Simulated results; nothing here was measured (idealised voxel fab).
voxel self aligned contacts: a process module
It is cross-section cut that appears here, measuring 200 nm in width, its square cells being 5 nm in size.
When this document writes out a cross-section, it uses a grid of square cells and lists it as bands, beginning at the top and moving down, with a band standing for one or more rows of cells.
Basically the band line says how high the top is and how high the bottom is, in nm, and then what's in it from left to right, every material with its width in nm. Empty space shows up as "blank", and if a single material carries "edge to edge" it runs the full band edge to edge.
Height is counted from the level 0, under which the received wafer is composed throughout of one material. The lowest of the bands is not closed at the bottom but continues downward, in the notation "from 0 down".
A width given as "30 to 40" starts at the first number in the band's top row and ends at the second number in its bottom row, shifting by an equal amount at every step from row to row.
You'll sometimes find "no alterations made" written for a step, and that's the way of saying that nowhere in the cross-section did a cell change during that step.
Each empty space that has no open way to the top and spans at least 8 cells appears under "closed voids" as width x height at distance, the distance counted from the left edge, all in nm.
Formally, on a step line, whatever follows the settings is a remark that the simulator itself makes on the step.
"overlay nm" answers the question of how far to the right of plan the mask lay on a step that has a mask, and when it is negative the answer is to the left.

[List of planned process steps]
1 RECEIVE: material Si
2 CONFORMAL_DEP: material SiO2, thk nm 5
3 DIRECTIONAL_DEP: material polySi, thk nm 30
4 DIRECTIONAL_DEP: material SiN, thk nm 20
5 DIRECTIONAL_DEP: material aC, thk nm 15
6 PATTERN: tone cover, mask id GATE, material resist, width nm 35, pitch nm 60, thk nm 35, overlay nm 0
7 DIRECTIONAL_ETCH: etch materials aC, depth nm 15
8 STRIP: etch materials resist
9 DIRECTIONAL_ETCH: etch materials SiN, depth nm 20
10 DIRECTIONAL_ETCH: etch materials polySi, depth nm 30
11 STRIP: etch materials aC
12 CONFORMAL_DEP: material SiN, thk nm 5
13 DIRECTIONAL_ETCH: etch materials SiN, depth nm 5
14 FILL_DEP: material SiO2, thk nm 15
15 CMP: height nm 60
16 MASKED_ETCH: tone open, mask id CONTACT, width nm 45, pitch nm 60, etch materials SiO2, depth nm 60, overlay nm 0
17 CONFORMAL_DEP: material TiN, thk nm 5
18 FILL_DEP: material Ru, thk nm 10
19 CMP: height nm 60
20 CONFORMAL_DEP: material SiCN, thk nm 5

[This is the cross-section of the wafer as we received it, i.e. after step 1]
* from 0 down = Si edge to edge
* closed voids: none

[Looking at the first of two wafers in cross-section at end of module - ran to plan]
* from 65 to 60 = SiCN edge to edge
* from 60 to 55 = SiO2: 45; TiN: 20; Ru: 5; TiN: 20; SiO2: 15; TiN: 20; Ru: 5; TiN: 20; SiO2: 50
* from 55 to 35 = SiO2: 15; SiN: 45; TiN: 5; Ru: 5; TiN: 5; SiN: 45; TiN: 5; Ru: 5; TiN: 5; SiN: 45; SiO2: 20
* from 35 to 5 = SiO2: 15; SiN: 5; polySi: 35; SiN: 5; TiN: 5; Ru: 5; TiN: 5; SiN: 5; polySi: 35; SiN: 5; TiN: 5; Ru: 5; TiN: 5; SiN: 5; polySi: 35; SiN: 5; SiO2: 20
* from 5 to 0 = SiO2: 60; TiN: 15; SiO2: 45; TiN: 15; SiO2: 65
* from 0 down = Si edge to edge
* closed voids: none

[Cross-section, wafer two of two, end of module: same start and plan as wafer one, one error in execution]
* from 65 to 60 = SiCN edge to edge
* from 60 to 55 = Ru: 10; TiN: 35; SiO2: 45; TiN: 15; SiO2: 45; TiN: 35; Ru: 15
* from 55 to 35 = Ru: 10; TiN: 5; SiN: 45; SiO2: 15; SiN: 45; SiO2: 15; SiN: 45; TiN: 5; Ru: 15
* from 35 to 5 = Ru: 10; TiN: 5; SiN: 5; polySi: 35; SiN: 5; SiO2: 15; SiN: 5; polySi: 35; SiN: 5; SiO2: 15; SiN: 5; polySi: 35; SiN: 5; TiN: 5; Ru: 15
* from 5 to 0 = TiN: 15; SiO2: 165; TiN: 20
* from 0 down = Si edge to edge
* closed voids: none
Heads up, the wafer didn't run the way we planned it: step 16 did not use the planned setting and instead ran as MASKED_ETCH: tone cover, mask id CONTACT, width nm 45, pitch nm 60, etch materials SiO2, depth nm 60, overlay nm 0
The final cell counts differ between the wafers, with the second having more or fewer of some materials than the first: Ru: 33 more | SiO2: 15 fewer | TiN: 18 fewer
